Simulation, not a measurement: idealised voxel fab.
Proc. module: voxel spacer lines
Displayed cross-section: cut, width of 265 nm, square cells sized 5 nm.
If you're reading a cross-section in this doc, picture square cells in a grid; it comes to you as bands, top ones listed first down to the bottom, and a band can be one or more rows of cells.
What a band's entry tells you: where the top is and where the bottom is, as heights in nm, and after that what lies inside, material by material from left to right, each with its width in nm. Empty space is written as the word "blank", and a single material marked with the word "throughout" occupies the band from edge to edge.
Heights are reckoned from 0. Under this level, the received wafer is all of one material. The bottommost band is open-ended downward, for example "z 0 and below".
The two numbers in a width such as "30 to 40" mark its ends across the band: the first belongs to the top row of cells, the second to the bottom row, and from each row to the next the width moves by the same amount.
Any step labelled "changes: none" changed none of the cells in the cross-section.
Look at "Entrapped void list" for the closed voids: empty spaces with no open path to the top, sized 8 cells or up. Each is width x height at distance, distance from the left edge, all nm.
That trailing text on a step's line, after the settings, is the simulator's own remark on the step.
overlay nm: on a step with a mask, how far right of its planned place the mask lay; negative means left.
### Process steps (planned)
1. op RECEIVE | material Si
2. op CONFORMAL_DEP | material SiO2 | thk nm 5
3. op DIRECTIONAL_DEP | material TiN | thk nm 20
4. op DIRECTIONAL_DEP | material polySi | thk nm 25
5. op PATTERN | tone cover | mask id MANDREL | material resist | width nm 15 | pitch nm 60 | thk nm 35 | overlay nm 0
6. op DIRECTIONAL_ETCH | etch materials polySi | depth nm 25
7. op STRIP | etch materials resist
8. op CONFORMAL_DEP | material SiN | thk nm 15
9. op DIRECTIONAL_ETCH | etch materials SiN | depth nm 15
10. op STRIP | etch materials polySi
11. op DIRECTIONAL_ETCH | etch materials TiN | depth nm 20
12. op STRIP | etch materials SiN
### The first of two wafers, run as planned
### Incoming wafer, cross-sectional view, post step 1
  z 0 and below  Si throughout
  Entrapped void list: none
### Cross-section of the wafer after step 2
  z 5 to 0  SiO2 throughout
  Beneath the level 0, the cross-section is identical to its previous state.
### Cross-section of the wafer after step 3
  z 25 to 5  TiN throughout
  Beneath the level 5, the cross-section is identical to its previous state.
### Cross-section of the wafer after step 4
  z 50 to 25  polySi throughout
  Beneath the level 25, the cross-section is identical to its previous state.
### Cross-section of the wafer after step 5
  z 85 to 50  blank=95; resist=15; blank=45; resist=15; blank=95
  Beneath the level 50, the cross-section is identical to its previous state.
### Cross-section of the wafer after step 6
  z 85 to 50  blank=95; resist=15; blank=45; resist=15; blank=95
  z 50 to 25  blank=95; polySi=15; blank=45; polySi=15; blank=95
  Beneath the level 25, the cross-section is identical to its previous state.
### Cross-section of the wafer after step 7
  z 50 to 25  blank=95; polySi=15; blank=45; polySi=15; blank=95
  Beneath the level 25, the cross-section is identical to its previous state.
### Cross-section of the wafer after step 8
  z 65 to 50  blank=80; SiN=45; blank=15; SiN=45; blank=80
  z 50 to 40  blank=80; SiN=15; polySi=15; SiN=15; blank=15; SiN=15; polySi=15; SiN=15; blank=80
  z 40 to 25  SiN=95; polySi=15; SiN=45; polySi=15; SiN=95
  Beneath the level 25, the cross-section is identical to its previous state.
### Cross-section of the wafer after step 9
  z 50 to 25  blank=80; SiN=15; polySi=15; SiN=15; blank=15; SiN=15; polySi=15; SiN=15; blank=80
  Beneath the level 25, the cross-section is identical to its previous state.
### Cross-section of the wafer after step 10
  z 50 to 25  blank=80; SiN=15; blank=15; SiN=15; blank=15; SiN=15; blank=15; SiN=15; blank=80
  Beneath the level 25, the cross-section is identical to its previous state.
### Cross-section of the wafer after step 11
  z 50 to 25  blank=80; SiN=15; blank=15; SiN=15; blank=15; SiN=15; blank=15; SiN=15; blank=80
  z 25 to 5  blank=80; TiN=15; blank=15; TiN=15; blank=15; TiN=15; blank=15; TiN=15; blank=80
  Beneath the level 5, the cross-section is identical to its previous state.
### Cross-section of the wafer after step 12
  z 25 to 5  blank=80; TiN=15; blank=15; TiN=15; blank=15; TiN=15; blank=15; TiN=15; blank=80
  Beneath the level 5, the cross-section is identical to its previous state.
### Second Wafer (Identical Start and Plan, One Processing Error; Matches First Wafer Through Step 7)
### At the planned end of step 8, the second wafer in cross-section
  z 60 to 50  blank=85; SiN=35; blank=25; SiN=35; blank=85
  z 50 to 35  blank=85; SiN=10; polySi=15; SiN=10; blank=25; SiN=10; polySi=15; SiN=10; blank=85
  z 35 to 25  SiN=95; polySi=15; SiN=45; polySi=15; SiN=95
  Beneath the level 25, the cross-section is identical to its previous state.
### At the planned end of step 9, the second wafer in cross-section
  z 50 to 45  blank=95; polySi=15; blank=45; polySi=15; blank=95
  z 45 to 25  blank=85; SiN=10; polySi=15; SiN=10; blank=25; SiN=10; polySi=15; SiN=10; blank=85
  Beneath the level 25, the cross-section is identical to its previous state.
### At the planned end of step 10, the second wafer in cross-section
  z 45 to 25  blank=85; SiN=10; blank=15; SiN=10; blank=25; SiN=10; blank=15; SiN=10; blank=85
  Beneath the level 25, the cross-section is identical to its previous state.
### At the planned end of step 11, the second wafer in cross-section
  z 45 to 25  blank=85; SiN=10; blank=15; SiN=10; blank=25; SiN=10; blank=15; SiN=10; blank=85
  z 25 to 5  blank=85; TiN=10; blank=15; TiN=10; blank=25; TiN=10; blank=15; TiN=10; blank=85
  Beneath the level 5, the cross-section is identical to its previous state.
### At the planned end of step 12, the second wafer in cross-section
  z 25 to 5  blank=85; TiN=10; blank=15; TiN=10; blank=25; TiN=10; blank=15; TiN=10; blank=85
  Beneath the level 5, the cross-section is identical to its previous state.
Processing error: heads up, step 8 didn't go per plan, it actually ran as op CONFORMAL_DEP | material SiN | thk nm 10
Final tally in cells, some materials are higher or lower on the second wafer than on the first: -16 TiN
